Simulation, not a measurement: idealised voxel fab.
process module | voxel double patterning
cross-section cut | 225 nm wide | cells 5 nm
A cross-section is a grid of square cells, given in bands from the top down. A band is one or more rows of cells.
Each band's line starts with the height of the band's top and of its bottom, in nm. Then come its materials from left to right, each with its width in nm. One material with "throughout" fills the band from edge to edge. "air" is empty space.
Height 0 is the level under which the wafer as received is all one material. The lowest band goes on downwards, as in "0 down".
A width such as "30 to 40" changes by the same amount from each row of cells to the next, from the band's top row to its bottom row.
"no change" after a step means that no cell of the cross-section changed.
closed voids: empty space of 8 cells or more with no open way to the top, each as width x height at its distance from the left edge, in nm
after a step's settings: what the simulator itself notes on the step
overlay nm, on a step with a mask: how far to the right of its planned place the mask lay; to the left if negative
Each pair below shows a cross-section before one step and the cross-section after it, down to the lowest band that changed. The line under each pair gives the step between them, with its settings. The pairs can come from different runs of this module on the same starting wafer, so a pair continues from the pair above only where its "before" says so.
before
  0 down: Si throughout
  closed voids: none
after
  5 to 0: SiO2 throughout
  below 0: unchanged
  closed voids: none
the step between: op CONFORMAL_DEP | material SiO2 | thk nm 5
before: the cross-section after the pair above
after
  25 to 5: W throughout
  below 5: unchanged
  closed voids: none
the step between: op DIRECTIONAL_DEP | material W | thk nm 20
before: the cross-section after the pair above
after
  35 to 25: SiCN throughout
  below 25: unchanged
  closed voids: none
the step between: op DIRECTIONAL_DEP | material SiCN | thk nm 10
before: the cross-section after the pair above
after
  50 to 35: aC throughout
  below 35: unchanged
  closed voids: none
the step between: op DIRECTIONAL_DEP | material aC | thk nm 15
before: the cross-section after the pair above
after
  85 to 50: resist 80 | air 15 | resist 35 | air 15 | resist 80
  below 50: unchanged
  closed voids: none
the step between: op PATTERN | tone open | mask id FIRST | material resist | width nm 15 | pitch nm 50 | thk nm 35 | overlay nm 0
before: the cross-section after the pair above
after
  70 to 50: resist 80 | air 15 | resist 35 | air 15 | resist 80
  50 to 35: aC 80 | air 15 | aC 35 | air 15 | aC 80
  below 35: unchanged
  closed voids: none
the step between: op DIRECTIONAL_ETCH | etch materials aC | depth nm 15
before: the cross-section after the pair above
after
  50 to 35: aC 80 | air 15 | aC 35 | air 15 | aC 80
  below 35: unchanged
  closed voids: none
the step between: op STRIP | etch materials resist
before: the cross-section after the pair above
after
  50 to 35: aC 80 | air 15 | aC 35 | air 15 | aC 80
  35 to 25: SiCN 80 | air 15 | SiCN 35 | air 15 | SiCN 80
  below 25: unchanged
  closed voids: none
the step between: op DIRECTIONAL_ETCH | etch materials SiCN | depth nm 10
before: the cross-section after the pair above
after
  35 to 25: SiCN 80 | air 15 | SiCN 35 | air 15 | SiCN 80
  below 25: unchanged
  closed voids: none
the step between: op STRIP | etch materials aC
before: the cross-section after the pair above
after
  45 to 35: aC 80 | air 15 | aC 35 | air 15 | aC 80
  35 to 25: SiCN 80 | aC 15 | SiCN 35 | aC 15 | SiCN 80
  below 25: unchanged
  closed voids: none
the step between: op DIRECTIONAL_DEP | material aC | thk nm 10
before: the cross-section after the pair above
after
  70 to 45: resist 105 | air 15 | resist 105
  45 to 35: aC 80 | resist 15 | aC 35 | resist 15 | aC 80
  below 35: unchanged
  closed voids: none
the step between: op PATTERN | tone open | mask id SECOND | material resist | width nm 15 | thk nm 25 | overlay nm 0
before: the cross-section after the pair above
after
  60 to 45: resist 105 | air 15 | resist 105
  45 to 35: aC 80 | resist 15 | aC 10 | air 15 | aC 10 | resist 15 | aC 80
  below 35: unchanged
  closed voids: none
the step between: op DIRECTIONAL_ETCH | etch materials aC | depth nm 10
before: the cross-section after the pair above
after
  45 to 35: aC 80 | air 15 | aC 10 | air 15 | aC 10 | air 15 | aC 80
  below 35: unchanged
  closed voids: none
the step between: op STRIP | etch materials resist
before: the cross-section after the pair above
after
  45 to 35: aC 80 | air 15 | aC 10 | air 15 | aC 10 | air 15 | aC 80
  35 to 25: SiCN 80 | aC 15 | SiCN 10 | air 15 | SiCN 10 | aC 15 | SiCN 80
  below 25: unchanged
  closed voids: none
the step between: op DIRECTIONAL_ETCH | etch materials SiCN | depth nm 10
before: the cross-section after the pair above
after
  35 to 25: SiCN 80 | air 15 | SiCN 10 | air 15 | SiCN 10 | air 15 | SiCN 80
  below 25: unchanged
  closed voids: none
the step between: op STRIP | etch materials aC
before: the cross-section after the pair above
after
  35 to 25: SiCN 80 | air 15 | SiCN 10 | air 15 | SiCN 10 | air 15 | SiCN 80
  25 to 5: W 80 | air 15 | W 10 | air 15 | W 10 | air 15 | W 80
  below 5: unchanged
  closed voids: none
the step between: op DIRECTIONAL_ETCH | etch materials W | depth nm 20
before: the cross-section after the pair above
after
  25 to 5: W 80 | air 15 | W 10 | air 15 | W 10 | air 15 | W 80
  below 5: unchanged
  closed voids: none
the step between: op STRIP | etch materials SiCN
before
  0 down: Si throughout
  closed voids: none
after
  20 to 0: W throughout
  below 0: unchanged
  closed voids: none
the step between: op DIRECTIONAL_DEP | material W | thk nm 20
before: the cross-section after the pair above
after
  30 to 20: SiCN throughout
  below 20: unchanged
  closed voids: none
the step between: op DIRECTIONAL_DEP | material SiCN | thk nm 10
before: the cross-section after the pair above
after
  45 to 30: aC throughout
  below 30: unchanged
  closed voids: none
the step between: op DIRECTIONAL_DEP | material aC | thk nm 15
before: the cross-section after the pair above
after
  80 to 45: resist 80 | air 15 | resist 35 | air 15 | resist 80
  below 45: unchanged
  closed voids: none
the step between: op PATTERN | tone open | mask id FIRST | material resist | width nm 15 | pitch nm 50 | thk nm 35 | overlay nm 0
before: the cross-section after the pair above
after
  65 to 45: resist 80 | air 15 | resist 35 | air 15 | resist 80
  45 to 30: aC 80 | air 15 | aC 35 | air 15 | aC 80
  below 30: unchanged
  closed voids: none
the step between: op DIRECTIONAL_ETCH | etch materials aC | depth nm 15
before: the cross-section after the pair above
after
  45 to 30: aC 80 | air 15 | aC 35 | air 15 | aC 80
  below 30: unchanged
  closed voids: none
the step between: op STRIP | etch materials resist
before: the cross-section after the pair above
after
  45 to 30: aC 80 | air 15 | aC 35 | air 15 | aC 80
  30 to 20: SiCN 80 | air 15 | SiCN 35 | air 15 | SiCN 80
  below 20: unchanged
  closed voids: none
the step between: op DIRECTIONAL_ETCH | etch materials SiCN | depth nm 10
before: the cross-section after the pair above
after
  30 to 20: SiCN 80 | air 15 | SiCN 35 | air 15 | SiCN 80
  below 20: unchanged
  closed voids: none
the step between: op STRIP | etch materials aC
before: the cross-section after the pair above
after
  40 to 30: aC 80 | air 15 | aC 35 | air 15 | aC 80
  30 to 20: SiCN 80 | aC 15 | SiCN 35 | aC 15 | SiCN 80
  below 20: unchanged
  closed voids: none
the step between: op DIRECTIONAL_DEP | material aC | thk nm 10
before: the cross-section after the pair above
after
  65 to 40: resist 105 | air 15 | resist 105
  40 to 30: aC 80 | resist 15 | aC 35 | resist 15 | aC 80
  below 30: unchanged
  closed voids: none
the step between: op PATTERN | tone open | mask id SECOND | material resist | width nm 15 | thk nm 25 | overlay nm 0
before: the cross-section after the pair above
after
  55 to 40: resist 105 | air 15 | resist 105
  40 to 30: aC 80 | resist 15 | aC 10 | air 15 | aC 10 | resist 15 | aC 80
  below 30: unchanged
  closed voids: none
the step between: op DIRECTIONAL_ETCH | etch materials aC | depth nm 10
before: the cross-section after the pair above
after
  40 to 30: aC 80 | air 15 | aC 10 | air 15 | aC 10 | air 15 | aC 80
  below 30: unchanged
  closed voids: none
the step between: op STRIP | etch materials resist
before: the cross-section after the pair above
after
  40 to 30: aC 80 | air 15 | aC 10 | air 15 | aC 10 | air 15 | aC 80
  30 to 20: SiCN 80 | aC 15 | SiCN 10 | air 15 | SiCN 10 | aC 15 | SiCN 80
  below 20: unchanged
  closed voids: none
the step between: op DIRECTIONAL_ETCH | etch materials SiCN | depth nm 10
before: the cross-section after the pair above
after
  30 to 20: SiCN 80 | air 15 | SiCN 10 | air 15 | SiCN 10 | air 15 | SiCN 80
  below 20: unchanged
  closed voids: none
the step between: op STRIP | etch materials aC
before: the cross-section after the pair above
after
  30 to 20: SiCN 80 | air 15 | SiCN 10 | air 15 | SiCN 10 | air 15 | SiCN 80
  20 to 0: W 80 | air 15 | W 10 | air 15 | W 10 | air 15 | W 80
  below 0: unchanged
  closed voids: none
the step between: op DIRECTIONAL_ETCH | etch materials W | depth nm 20
before: the cross-section after the pair above
after
  20 to 0: W 80 | air 15 | W 10 | air 15 | W 10 | air 15 | W 80
  below 0: unchanged
  closed voids: none
the step between: op STRIP | etch materials SiCN
before
  25 to 5: W throughout
  5 to 0: SiO2 throughout
  0 down: Si throughout
  closed voids: none
after
  45 to 5: W throughout
  below 5: unchanged
  closed voids: none
the step between: op DIRECTIONAL_DEP | material W | thk nm 20
before: the cross-section after the pair above
after
  55 to 45: SiCN throughout
  below 45: unchanged
  closed voids: none
the step between: op DIRECTIONAL_DEP | material SiCN | thk nm 10
before: the cross-section after the pair above
after
  70 to 55: aC throughout
  below 55: unchanged
  closed voids: none
the step between: op DIRECTIONAL_DEP | material aC | thk nm 15
before: the cross-section after the pair above
after
  105 to 70: resist 80 | air 15 | resist 35 | air 15 | resist 80
  below 70: unchanged
  closed voids: none
the step between: op PATTERN | tone open | mask id FIRST | material resist | width nm 15 | pitch nm 50 | thk nm 35 | overlay nm 0
before: the cross-section after the pair above
after
  90 to 70: resist 80 | air 15 | resist 35 | air 15 | resist 80
  70 to 55: aC 80 | air 15 | aC 35 | air 15 | aC 80
  below 55: unchanged
  closed voids: none
the step between: op DIRECTIONAL_ETCH | etch materials aC | depth nm 15
before: the cross-section after the pair above
after
  70 to 55: aC 80 | air 15 | aC 35 | air 15 | aC 80
  below 55: unchanged
  closed voids: none
the step between: op STRIP | etch materials resist
before: the cross-section after the pair above
after
  70 to 55: aC 80 | air 15 | aC 35 | air 15 | aC 80
  55 to 45: SiCN 80 | air 15 | SiCN 35 | air 15 | SiCN 80
  below 45: unchanged
  closed voids: none
the step between: op DIRECTIONAL_ETCH | etch materials SiCN | depth nm 10
before: the cross-section after the pair above
after
  55 to 45: SiCN 80 | air 15 | SiCN 35 | air 15 | SiCN 80
  below 45: unchanged
  closed voids: none
the step between: op STRIP | etch materials aC
before: the cross-section after the pair above
after
  65 to 55: aC 80 | air 15 | aC 35 | air 15 | aC 80
  55 to 45: SiCN 80 | aC 15 | SiCN 35 | aC 15 | SiCN 80
  below 45: unchanged
  closed voids: none
the step between: op DIRECTIONAL_DEP | material aC | thk nm 10
before: the cross-section after the pair above
after
  90 to 65: resist 105 | air 15 | resist 105
  65 to 55: aC 80 | resist 15 | aC 35 | resist 15 | aC 80
  below 55: unchanged
  closed voids: none
the step between: op PATTERN | tone open | mask id SECOND | material resist | width nm 15 | thk nm 25 | overlay nm 0
before: the cross-section after the pair above
after
  80 to 65: resist 105 | air 15 | resist 105
  65 to 55: aC 80 | resist 15 | aC 10 | air 15 | aC 10 | resist 15 | aC 80
  below 55: unchanged
  closed voids: none
the step between: op DIRECTIONAL_ETCH | etch materials aC | depth nm 10
before: the cross-section after the pair above
after
  65 to 55: aC 80 | air 15 | aC 10 | air 15 | aC 10 | air 15 | aC 80
  below 55: unchanged
  closed voids: none
the step between: op STRIP | etch materials resist
before: the cross-section after the pair above
after
  65 to 55: aC 80 | air 15 | aC 10 | air 15 | aC 10 | air 15 | aC 80
  55 to 45: SiCN 80 | aC 15 | SiCN 10 | air 15 | SiCN 10 | aC 15 | SiCN 80
  below 45: unchanged
  closed voids: none
the step between: op DIRECTIONAL_ETCH | etch materials SiCN | depth nm 10
before: the cross-section after the pair above
after
  55 to 45: SiCN 80 | air 15 | SiCN 10 | air 15 | SiCN 10 | air 15 | SiCN 80
  below 45: unchanged
  closed voids: none
the step between: op STRIP | etch materials aC
before: the cross-section after the pair above
after
  55 to 45: SiCN 80 | air 15 | SiCN 10 | air 15 | SiCN 10 | air 15 | SiCN 80
  45 to 25: W 80 | air 15 | W 10 | air 15 | W 10 | air 15 | W 80
  below 25: unchanged
  closed voids: none
the step between: op DIRECTIONAL_ETCH | etch materials W | depth nm 20
before: the cross-section after the pair above
after
  45 to 25: W 80 | air 15 | W 10 | air 15 | W 10 | air 15 | W 80
  below 25: unchanged
  closed voids: none
the step between: op STRIP | etch materials SiCN
before
  20 to 0: W throughout
  0 down: Si throughout
  closed voids: none
after
  25 to 20: SiO2 throughout
  below 20: unchanged
  closed voids: none
the step between: op CONFORMAL_DEP | material SiO2 | thk nm 5
before: the cross-section after the pair above
after
  35 to 25: SiCN throughout
  below 25: unchanged
  closed voids: none
the step between: op DIRECTIONAL_DEP | material SiCN | thk nm 10
before: the cross-section after the pair above
after
  50 to 35: aC throughout
  below 35: unchanged
  closed voids: none
the step between: op DIRECTIONAL_DEP | material aC | thk nm 15
before: the cross-section after the pair above
after
  85 to 50: resist 80 | air 15 | resist 35 | air 15 | resist 80
  below 50: unchanged
  closed voids: none
the step between: op PATTERN | tone open | mask id FIRST | material resist | width nm 15 | pitch nm 50 | thk nm 35 | overlay nm 0
before: the cross-section after the pair above
after
  70 to 50: resist 80 | air 15 | resist 35 | air 15 | resist 80
  50 to 35: aC 80 | air 15 | aC 35 | air 15 | aC 80
  below 35: unchanged
  closed voids: none
the step between: op DIRECTIONAL_ETCH | etch materials aC | depth nm 15
before: the cross-section after the pair above
after
  50 to 35: aC 80 | air 15 | aC 35 | air 15 | aC 80
  below 35: unchanged
  closed voids: none
the step between: op STRIP | etch materials resist
before: the cross-section after the pair above
after
  50 to 35: aC 80 | air 15 | aC 35 | air 15 | aC 80
  35 to 25: SiCN 80 | air 15 | SiCN 35 | air 15 | SiCN 80
  below 25: unchanged
  closed voids: none
the step between: op DIRECTIONAL_ETCH | etch materials SiCN | depth nm 10
before: the cross-section after the pair above
after
  35 to 25: SiCN 80 | air 15 | SiCN 35 | air 15 | SiCN 80
  below 25: unchanged
  closed voids: none
the step between: op STRIP | etch materials aC
before: the cross-section after the pair above
after
  45 to 35: aC 80 | air 15 | aC 35 | air 15 | aC 80
  35 to 25: SiCN 80 | aC 15 | SiCN 35 | aC 15 | SiCN 80
  below 25: unchanged
  closed voids: none
the step between: op DIRECTIONAL_DEP | material aC | thk nm 10
before: the cross-section after the pair above
after
  70 to 45: resist 105 | air 15 | resist 105
  45 to 35: aC 80 | resist 15 | aC 35 | resist 15 | aC 80
  below 35: unchanged
  closed voids: none
the step between: op PATTERN | tone open | mask id SECOND | material resist | width nm 15 | thk nm 25 | overlay nm 0
before: the cross-section after the pair above
after
  60 to 45: resist 105 | air 15 | resist 105
  45 to 35: aC 80 | resist 15 | aC 10 | air 15 | aC 10 | resist 15 | aC 80
  below 35: unchanged
  closed voids: none
the step between: op DIRECTIONAL_ETCH | etch materials aC | depth nm 10
before: the cross-section after the pair above
after
  45 to 35: aC 80 | air 15 | aC 10 | air 15 | aC 10 | air 15 | aC 80
  below 35: unchanged
  closed voids: none
the step between: op STRIP | etch materials resist
before: the cross-section after the pair above
after
  45 to 35: aC 80 | air 15 | aC 10 | air 15 | aC 10 | air 15 | aC 80
  35 to 25: SiCN 80 | aC 15 | SiCN 10 | air 15 | SiCN 10 | aC 15 | SiCN 80
  below 25: unchanged
  closed voids: none
the step between: op DIRECTIONAL_ETCH | etch materials SiCN | depth nm 10
before: the cross-section after the pair above
after
  35 to 25: SiCN 80 | air 15 | SiCN 10 | air 15 | SiCN 10 | air 15 | SiCN 80
  below 25: unchanged
  closed voids: none
the step between: op STRIP | etch materials aC
before: the cross-section after the pair above
after
  25 to 20: SiO2 throughout
  below 20: unchanged
  closed voids: none
the step between: op STRIP | etch materials SiCN
before
  35 to 25: SiCN 80 | air 15 | SiCN 10 | air 15 | SiCN 10 | air 15 | SiCN 80
  25 to 5: W throughout
  5 to 0: SiO2 throughout
  0 down: Si throughout
  closed voids: none
after
  35 to 25: SiCN 80 | air 15 | SiCN 10 | air 15 | SiCN 10 | air 15 | SiCN 80
  25 to 10: W 80 | air 15 | W 10 | air 15 | W 10 | air 15 | W 80
  below 10: unchanged
  closed voids: none
the step between: op DIRECTIONAL_ETCH | etch materials W | depth nm 15
before: the cross-section after the pair above
after
  25 to 10: W 80 | air 15 | W 10 | air 15 | W 10 | air 15 | W 80
  below 10: unchanged
  closed voids: none
the step between: op STRIP | etch materials SiCN
before
  45 to 35: aC 80 | air 15 | aC 35 | air 15 | aC 80
  35 to 25: SiCN 80 | aC 15 | SiCN 35 | aC 15 | SiCN 80
  25 to 5: W throughout
  5 to 0: SiO2 throughout
  0 down: Si throughout
  closed voids: none
after
  70 to 45: resist 105 | air 20 | resist 100
  45 to 35: aC 80 | resist 15 | aC 35 | resist 15 | aC 80
  below 35: unchanged
  closed voids: none
the step between: op PATTERN | tone open | mask id SECOND | material resist | width nm 20 | thk nm 25 | overlay nm 0
before: the cross-section after the pair above
after
  60 to 45: resist 105 | air 20 | resist 100
  45 to 35: aC 80 | resist 15 | aC 10 | air 20 | aC 5 | resist 15 | aC 80
  below 35: unchanged
  closed voids: none
the step between: op DIRECTIONAL_ETCH | etch materials aC | depth nm 10
before: the cross-section after the pair above
after
  45 to 35: aC 80 | air 15 | aC 10 | air 20 | aC 5 | air 15 | aC 80
  below 35: unchanged
  closed voids: none
the step between: op STRIP | etch materials resist
before: the cross-section after the pair above
after
  45 to 35: aC 80 | air 15 | aC 10 | air 20 | aC 5 | air 15 | aC 80
  35 to 25: SiCN 80 | aC 15 | SiCN 10 | air 20 | SiCN 5 | aC 15 | SiCN 80
  below 25: unchanged
  closed voids: none
the step between: op DIRECTIONAL_ETCH | etch materials SiCN | depth nm 10
before: the cross-section after the pair above
after
  35 to 25: SiCN 80 | air 15 | SiCN 10 | air 20 | SiCN 5 | air 15 | SiCN 80
  below 25: unchanged
  closed voids: none
the step between: op STRIP | etch materials aC
before: the cross-section after the pair above
after
  35 to 25: SiCN 80 | air 15 | SiCN 10 | air 20 | SiCN 5 | air 15 | SiCN 80
  25 to 5: W 80 | air 15 | W 10 | air 20 | W 5 | air 15 | W 80
  below 5: unchanged
  closed voids: none
the step between: op DIRECTIONAL_ETCH | etch materials W | depth nm 20
before: the cross-section after the pair above
after
  25 to 5: W 80 | air 15 | W 10 | air 20 | W 5 | air 15 | W 80
  below 5: unchanged
  closed voids: none
the step between: op STRIP | etch materials SiCN
before
  50 to 35: aC throughout
  35 to 25: SiCN throughout
  25 to 5: W throughout
  5 to 0: SiO2 throughout
  0 down: Si throughout
  closed voids: none
after
  85 to 50: resist 75 | air 15 | resist 35 | air 15 | resist 85
  below 50: unchanged
  closed voids: none
the step between: op PATTERN | tone open | mask id FIRST | material resist | width nm 15 | pitch nm 50 | thk nm 35 | overlay nm -5
before: the cross-section after the pair above
after
  70 to 50: resist 75 | air 15 | resist 35 | air 15 | resist 85
  50 to 35: aC 75 | air 15 | aC 35 | air 15 | aC 85
  below 35: unchanged
  closed voids: none
the step between: op DIRECTIONAL_ETCH | etch materials aC | depth nm 15
before: the cross-section after the pair above
after
  50 to 35: aC 75 | air 15 | aC 35 | air 15 | aC 85
  below 35: unchanged
  closed voids: none
the step between: op STRIP | etch materials resist
before: the cross-section after the pair above
after
  50 to 35: aC 75 | air 15 | aC 35 | air 15 | aC 85
  35 to 25: SiCN 75 | air 15 | SiCN 35 | air 15 | SiCN 85
  below 25: unchanged
  closed voids: none
the step between: op DIRECTIONAL_ETCH | etch materials SiCN | depth nm 10
before: the cross-section after the pair above
after
  35 to 25: SiCN 75 | air 15 | SiCN 35 | air 15 | SiCN 85
  below 25: unchanged
  closed voids: none
the step between: op STRIP | etch materials aC
before: the cross-section after the pair above
after
  45 to 35: aC 75 | air 15 | aC 35 | air 15 | aC 85
  35 to 25: SiCN 75 | aC 15 | SiCN 35 | aC 15 | SiCN 85
  below 25: unchanged
  closed voids: none
the step between: op DIRECTIONAL_DEP | material aC | thk nm 10
before: the cross-section after the pair above
after
  70 to 45: resist 105 | air 15 | resist 105
  45 to 35: aC 75 | resist 15 | aC 35 | resist 15 | aC 85
  below 35: unchanged
  closed voids: none
the step between: op PATTERN | tone open | mask id SECOND | material resist | width nm 15 | thk nm 25 | overlay nm 0
before: the cross-section after the pair above
after
  60 to 45: resist 105 | air 15 | resist 105
  45 to 35: aC 75 | resist 15 | aC 15 | air 15 | aC 5 | resist 15 | aC 85
  below 35: unchanged
  closed voids: none
the step between: op DIRECTIONAL_ETCH | etch materials aC | depth nm 10
before: the cross-section after the pair above
after
  45 to 35: aC 75 | air 15 | aC 15 | air 15 | aC 5 | air 15 | aC 85
  below 35: unchanged
  closed voids: none
the step between: op STRIP | etch materials resist
before: the cross-section after the pair above
after
  45 to 35: aC 75 | air 15 | aC 15 | air 15 | aC 5 | air 15 | aC 85
  35 to 25: SiCN 75 | aC 15 | SiCN 15 | air 15 | SiCN 5 | aC 15 | SiCN 85
  below 25: unchanged
  closed voids: none
the step between: op DIRECTIONAL_ETCH | etch materials SiCN | depth nm 10
before: the cross-section after the pair above
after
  35 to 25: SiCN 75 | air 15 | SiCN 15 | air 15 | SiCN 5 | air 15 | SiCN 85
  below 25: unchanged
  closed voids: none
the step between: op STRIP | etch materials aC
before: the cross-section after the pair above
after
  35 to 25: SiCN 75 | air 15 | SiCN 15 | air 15 | SiCN 5 | air 15 | SiCN 85
  25 to 5: W 75 | air 15 | W 15 | air 15 | W 5 | air 15 | W 85
  below 5: unchanged
  closed voids: none
the step between: op DIRECTIONAL_ETCH | etch materials W | depth nm 20
before: the cross-section after the pair above
after
  25 to 5: W 75 | air 15 | W 15 | air 15 | W 5 | air 15 | W 85
  below 5: unchanged
  closed voids: none
the step between: op STRIP | etch materials SiCN
before
  25 to 5: W throughout
  5 to 0: SiO2 throughout
  0 down: Si throughout
  closed voids: none
after
  35 to 25: SiO2 throughout
  below 25: unchanged
  closed voids: none
the step between: op DIRECTIONAL_DEP | material SiO2 | thk nm 10
before: the cross-section after the pair above
after
  50 to 35: aC throughout
  below 35: unchanged
  closed voids: none
the step between: op DIRECTIONAL_DEP | material aC | thk nm 15
before: the cross-section after the pair above
after
  85 to 50: resist 80 | air 15 | resist 35 | air 15 | resist 80
  below 50: unchanged
  closed voids: none
the step between: op PATTERN | tone open | mask id FIRST | material resist | width nm 15 | pitch nm 50 | thk nm 35 | overlay nm 0
before: the cross-section after the pair above
after
  70 to 50: resist 80 | air 15 | resist 35 | air 15 | resist 80
  50 to 35: aC 80 | air 15 | aC 35 | air 15 | aC 80
  below 35: unchanged
  closed voids: none
the step between: op DIRECTIONAL_ETCH | etch materials aC | depth nm 15
before: the cross-section after the pair above
after
  50 to 35: aC 80 | air 15 | aC 35 | air 15 | aC 80
  below 35: unchanged
  closed voids: none
the step between: op STRIP | etch materials resist
before: the cross-section after the pair above
after
  35 to 25: SiO2 throughout
  below 25: unchanged
  closed voids: none
the step between: op STRIP | etch materials aC
before: the cross-section after the pair above
after
  45 to 35: aC throughout
  below 35: unchanged
  closed voids: none
the step between: op DIRECTIONAL_DEP | material aC | thk nm 10
before: the cross-section after the pair above
after
  70 to 45: resist 105 | air 15 | resist 105
  below 45: unchanged
  closed voids: none
the step between: op PATTERN | tone open | mask id SECOND | material resist | width nm 15 | thk nm 25 | overlay nm 0
before: the cross-section after the pair above
after
  60 to 45: resist 105 | air 15 | resist 105
  45 to 35: aC 105 | air 15 | aC 105
  below 35: unchanged
  closed voids: none
the step between: op DIRECTIONAL_ETCH | etch materials aC | depth nm 10
before: the cross-section after the pair above
after
  45 to 35: aC 105 | air 15 | aC 105
  below 35: unchanged
  closed voids: none
the step between: op STRIP | etch materials resist
before: the cross-section after the pair above
after
  35 to 25: SiO2 throughout
  below 25: unchanged
  closed voids: none
the step between: op STRIP | etch materials aC
before
  45 to 35: aC 80 | air 15 | aC 35 | air 15 | aC 80
  35 to 25: SiCN 80 | aC 15 | SiCN 35 | aC 15 | SiCN 80
  25 to 5: W throughout
  5 to 0: SiO2 throughout
  0 down: Si throughout
  closed voids: none
after
  70 to 45: air 105 | resist 15 | air 105
  below 45: unchanged
  closed voids: none
the step between: op PATTERN | tone cover | mask id SECOND | material resist | width nm 15 | thk nm 25 | overlay nm 0
before: the cross-section after the pair above
after
  60 to 45: air 105 | resist 15 | air 105
  45 to 35: air 105 | aC 15 | air 105
  35 to 25: SiCN 80 | air 15 | SiCN 35 | air 15 | SiCN 80
  below 25: unchanged
  closed voids: none
the step between: op DIRECTIONAL_ETCH | etch materials aC | depth nm 10
before: the cross-section after the pair above
after
  45 to 35: air 105 | aC 15 | air 105
  below 35: unchanged
  closed voids: none
the step between: op STRIP | etch materials resist
before: the cross-section after the pair above
after
  45 to 35: air 105 | aC 15 | air 105
  35 to 25: air 105 | SiCN 15 | air 105
  below 25: unchanged
  closed voids: none
the step between: op DIRECTIONAL_ETCH | etch materials SiCN | depth nm 10
before: the cross-section after the pair above
after
  35 to 25: air 105 | SiCN 15 | air 105
  below 25: unchanged
  closed voids: none
the step between: op STRIP | etch materials aC
before: the cross-section after the pair above
after
  35 to 25: air 105 | SiCN 15 | air 105
  25 to 5: air 105 | W 15 | air 105
  below 5: unchanged
  closed voids: none
the step between: op DIRECTIONAL_ETCH | etch materials W | depth nm 20
before: the cross-section after the pair above
after
  25 to 5: air 105 | W 15 | air 105
  below 5: unchanged
  closed voids: none
the step between: op STRIP | etch materials SiCN
